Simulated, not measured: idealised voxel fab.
A process module follows: voxel double patterning.
Cross-sectional view cut (width: 200 nm; square cell size: 5 nm).
Reading order for cross-sections: top band down to bottom band. Underlying form: a grid of square cells. Band size: one or more rows of cells. In this notation a band is specified by the heights of its top and bottom, in that order and in nm, after which its materials appear from left to right, each paired with its width in nm. The word "full width" attached to a single material means that material fills the band from edge to edge; the word "blank" stands for empty space. Heads up on the height convention: 0 is the point under which the incoming wafer is all one material, and the lowest band has no bottom, it just keeps going down, like "top 0, no bottom". Note: "30->40" means the width goes from the first number (top row of the band) to the second number (bottom row) in equal steps per row of cells. Any step labelled "remained the same" changed none of the cells in the cross-section. Any empty space of 8 cells or more lacking an open way to the top shows up in "Sealed void list" as width x height at distance, distance from the left edge, in nm. The remark found on a step's line after its settings is issued by the simulator itself and pertains to that step. Among the settings permitted on a step's line is "overlay nm"; applied to a step with a mask, it specifies the extent to which the mask lay to the right of its planned position, whereas a negative figure signifies a position to the left.
## plan
- 1: op RECEIVE | material Si
- 2: op CONFORMAL_DEP | material SiO2 | thk nm 10
- 3: op DIRECTIONAL_DEP | material TiN | thk nm 20
- 4: op DIRECTIONAL_DEP | material SiN | thk nm 5
- 5: op MASKED_ETCH | tone open | mask id FIRST | width nm 15 | pitch nm 50 | etch materials SiN | depth nm 5 | overlay nm 0
- 6: op DIRECTIONAL_DEP | material aC | thk nm 15
- 7: op PATTERN | tone open | mask id SECOND | material resist | width nm 15 | thk nm 35 | overlay nm 0
- 8: op DIRECTIONAL_ETCH | etch materials aC | depth nm 15
- 9: op STRIP | etch materials resist
- 10: op DIRECTIONAL_ETCH | etch materials SiN | depth nm 5
- 11: op STRIP | etch materials aC
- 12: op DIRECTIONAL_ETCH | etch materials TiN | depth nm 20
- 13: op STRIP | etch materials SiN
## Cross-section of the wafer at receipt, which is the condition after step 1
    top 0, no bottom: Si full width
    Sealed void list: none
## Cross-section taken at module completion on the first of two wafers; processed per the plan
    top 30, bottom 10: 65 TiN | 15 blank | 10 TiN | 15 blank | 10 TiN | 15 blank | 70 TiN
    top 10, bottom 0: SiO2 full width
    top 0, no bottom: Si full width
    Sealed void list: none
## This cross-section belongs to the second wafer of two at the end of the module; the start and the plan were shared with the first, and the run included one mistake
    top 30, bottom 20: SiO2 full width
    top 20, bottom 0: TiN full width
    top 0, no bottom: Si full width
    Sealed void list: none
what went wrong: a sequencing error occurred in which plan steps 2 and 3 were transposed
Per the end-of-run cell counts, the second wafer holds more or fewer of some materials than the first: TiN +36
